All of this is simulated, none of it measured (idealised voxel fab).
The name of this process module is voxel local oxidation.
For reference, the cross-section in this document is cut, with width 165 nm and square cells of 5 nm.
In what follows, cross-sections appear as grids of square cells, described through bands that run from the top down, where every band is one or more rows of cells.
Band entry format. Leading values: height of top, height of bottom, nm. Remainder: materials in left-to-right order, each with its width in nm. Special words: "all across" on a single material, which then fills the band edge to edge; "blank", empty space.
Convention: height 0 is the level below which the wafer, as received, is all one material. The lowest band does not terminate at the bottom but continues downward, represented as "0 and below".
The notation "30..40" denotes a width that varies across the rows of cells in the band, beginning at the first number in the top row, finishing at the second number in the bottom row, and changing by an identical amount from each row to the next.
"remained unchanged", as given for a step, is the statement that not any cell of the cross-section underwent a change during that step.
"Voids, sealed" - sealed voids, min. 8 cells, no opening to top; format: width x height at distance (distance from left edge; nm throughout).
On a step's line, text after the settings is the simulator commenting on that step.
overlay nm: on a step with a mask, how far right of its planned place the mask lay; negative means left.
Process steps foreseen in the plan:
1,RECEIVE | material Si
2,OXIDIZE | depth nm 5
3,CONFORMAL_DEP | material SiN | thk nm 10
4,MASKED_ETCH | tone cover | mask id ACTIVE | width nm 110 | etch materials SiN | depth nm 10 | overlay nm 0
5,SELECTIVE_ETCH | etch materials SiO2 | depth nm 5
6,OXIDIZE | depth nm 15
7,STRIP | etch materials SiN
First wafer, two in total, run as planned:
Incoming wafer, cross-sectional view, post step 1:
  0 and below = Si all across
  Voids, sealed: none
The wafer in cross-section once step 2 is complete:
  0 down to -5 = SiO2 all across
  Rest of section, below -5: as before.
The wafer in cross-section once step 3 is complete:
  10 down to 0 = SiN all across
  Rest of section, below 0: as before.
The wafer in cross-section once step 4 is complete:
  10 down to 0 = 25 nm blank, then 110 nm SiN, then 30 nm blank
  Rest of section, below 0: as before.
The wafer in cross-section once step 5 is complete:
  10 down to 0 = 25 nm blank, then 110 nm SiN, then 30 nm blank
  0 down to -5 = 30 nm blank, then 100 nm SiO2, then 35 nm blank
  Rest of section, below -5: as before.
The wafer in cross-section once step 6 is complete:
  10 down to 0 = 25 nm blank, then 110 nm SiN, then 30 nm blank
  0 down to -5 = 30 nm blank, then 100 nm SiO2, then 35 nm blank
  -5 down to -20 = 45 nm SiO2, then 70 nm Si, then 50 nm SiO2
  Rest of section, below -20: as before.
The wafer in cross-section once step 7 is complete:
  0 down to -5 = 30 nm blank, then 100 nm SiO2, then 35 nm blank
  Rest of section, below -5: as before.
Notes, second wafer: start = first wafer's, plan = first wafer's, execution had one mistake; history identical to first through step 2:
Look at the second wafer in cross-section at the time step 3 ought to have finished: remained unchanged
Look at the second wafer in cross-section at the time step 4 ought to have finished: remained unchanged
Look at the second wafer in cross-section at the time step 5 ought to have finished:
  -5 and below = Si all across
Look at the second wafer in cross-section at the time step 6 ought to have finished:
  -5 down to -20 = SiO2 all across
  Rest of section, below -20: as before.
Look at the second wafer in cross-section at the time step 7 ought to have finished: remained unchanged
So what did we get wrong on this run? the plan's step 3 was left out and never carried out
The final cell counts differ between the wafers, with the second having more or fewer of some materials than the first: Si -42; SiO2 +22
